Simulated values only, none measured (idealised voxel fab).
Process module name: voxel gate over fins
Cross-section cut spans 205 nm and uses square cells 5 nm in size.
Reading order for cross-sections: top band down to bottom band. Underlying form: a grid of square cells. Band size: one or more rows of cells. Quick guide to a band line: top height, bottom height (nm) up front; then every material left to right with its width in nm. Only one material and it's marked "everywhere"? Then it fills the band edge to edge. And "blank" just means empty space. Convention: height 0 is the level below which the wafer, as received, is all one material. The lowest band does not terminate at the bottom but continues downward, represented as "from 0 down". You'd read "30..40" like this: the band's top row of cells is as wide as the first number, its bottom row is as wide as the second, and going down, every row changes width by the same amount as the row before did. "all unchanged", as given for a step, is the statement that not any cell of the cross-section underwent a change during that step. Listed in "Unvented internal voids": every empty space of 8 or more cells without an open way to the top. Form: width x height at distance, the distance being from the left edge, all in nm. If you see something after the settings on a step's line, that's the simulator's own remark about that step. overlay nm: how far to the right of its planned place the mask lay on this masked step (negative: to the left).
### This section lists the process steps that were planned
- 1: RECEIVE | material Si
- 2: CONFORMAL_DEP | material SiN | thk nm 5
- 3: PATTERN | tone cover | mask id FINS | material resist | width nm 15 | pitch nm 45 | thk nm 20 | overlay nm 0
- 4: DIRECTIONAL_ETCH | etch materials SiN | depth nm 5
- 5: DIRECTIONAL_ETCH | etch materials Si | depth nm 30
- 6: STRIP | etch materials resist
- 7: FILL_DEP | material SiO2 | thk nm 5
- 8: CMP | height nm 5
- 9: SELECTIVE_ETCH | etch materials SiO2 | depth nm 20
- 10: STRIP | etch materials SiN
- 11: CONFORMAL_DEP | material HfO2 | thk nm 5
- 12: CONFORMAL_DEP | material TiN | thk nm 5
- 13: CONFORMAL_DEP | material TiAl | thk nm 5
- 14: CONFORMAL_DEP | material TiN | thk nm 5
- 15: FILL_DEP | material W | thk nm 15
- 16: CMP | height nm 30
- 17: CONFORMAL_DEP | material SiN | thk nm 10
### Cross-section of the wafer as it came to us, i.e., already through step 1
> from 0 down  Si everywhere
> Unvented internal voids: none
### As-planned run: cross-section of the first of two wafers at end of module
> from 40 to 30  SiN everywhere
> from 30 to 20  W everywhere
> from 20 to 15  W 50 / TiN 100 / W 55
> from 15 to 10  W 50 / TiN 5 / TiAl 90 / TiN 5 / W 55
> from 10 to 5  W 50 / TiN 5 / TiAl 5 / TiN 35 / TiAl 10 / TiN 35 / TiAl 5 / TiN 5 / W 55
> from 5 to 0  TiN 55 / TiAl 5 / TiN 5 / HfO2 25 / TiN 5 / TiAl 10 / TiN 5 / HfO2 25 / TiN 5 / TiAl 5 / TiN 60
> from 0 to -5  TiAl 60 / TiN 5 / HfO2 5 / Si 15 / HfO2 5 / TiN 5 / TiAl 10 / TiN 5 / HfO2 5 / Si 15 / HfO2 5 / TiN 5 / TiAl 65
> from -5 to -10  TiN 65 / HfO2 5 / Si 15 / HfO2 5 / TiN 20 / HfO2 5 / Si 15 / HfO2 5 / TiN 70
> from -10 to -15  HfO2 70 / Si 15 / HfO2 30 / Si 15 / HfO2 75
> from -15 to -30  SiO2 70 / Si 15 / SiO2 30 / Si 15 / SiO2 75
> from -30 down  Si everywhere
> Unvented internal voids: none
### Wafer two (of two), end-of-module cross-section: start = wafer one, plan = wafer one, one run mistake
> from 40 to 30  SiN everywhere
> from 30 to 20  W everywhere
> from 20 to 15  W 50 / TiN 100 / W 55
> from 15 to 10  W 50 / TiN 5 / TiAl 90 / TiN 5 / W 55
> from 10 to 5  W 50 / TiN 5 / TiAl 5 / TiN 35 / TiAl 10 / TiN 35 / TiAl 5 / TiN 5 / W 55
> from 5 to 0  W 50 / TiN 5 / TiAl 5 / TiN 5 / HfO2 25 / TiN 5 / TiAl 10 / TiN 5 / HfO2 25 / TiN 5 / TiAl 5 / TiN 5 / W 55
> from 0 to -5  W 50 / TiN 5 / TiAl 5 / TiN 5 / HfO2 5 / Si 15 / HfO2 5 / TiN 5 / TiAl 10 / TiN 5 / HfO2 5 / Si 15 / HfO2 5 / TiN 5 / TiAl 5 / TiN 5 / W 55
> from -5 to -10  TiN 55 / TiAl 5 / TiN 5 / HfO2 5 / Si 15 / HfO2 5 / TiN 5 / TiAl 10 / TiN 5 / HfO2 5 / Si 15 / HfO2 5 / TiN 5 / TiAl 5 / TiN 60
> from -10 to -15  TiAl 60 / TiN 5 / HfO2 5 / Si 15 / HfO2 5 / TiN 5 / TiAl 10 / TiN 5 / HfO2 5 / Si 15 / HfO2 5 / TiN 5 / TiAl 65
> from -15 to -20  TiN 65 / HfO2 5 / Si 15 / HfO2 5 / TiN 20 / HfO2 5 / Si 15 / HfO2 5 / TiN 70
> from -20 to -25  HfO2 70 / Si 15 / HfO2 30 / Si 15 / HfO2 75
> from -25 to -30  SiO2 70 / Si 15 / SiO2 30 / Si 15 / SiO2 75
> from -30 down  Si everywhere
> Unvented internal voids: none
Plan not followed: step 9 was processed under conditions differing from the plan, specifically as SELECTIVE_ETCH | etch materials SiO2 | depth nm 30
Final difference in cells, second wafer against first, listed per material as more or fewer: 8 more of HfO2; 70 fewer of SiO2; 8 more of TiAl; 12 more of TiN; 42 more of W
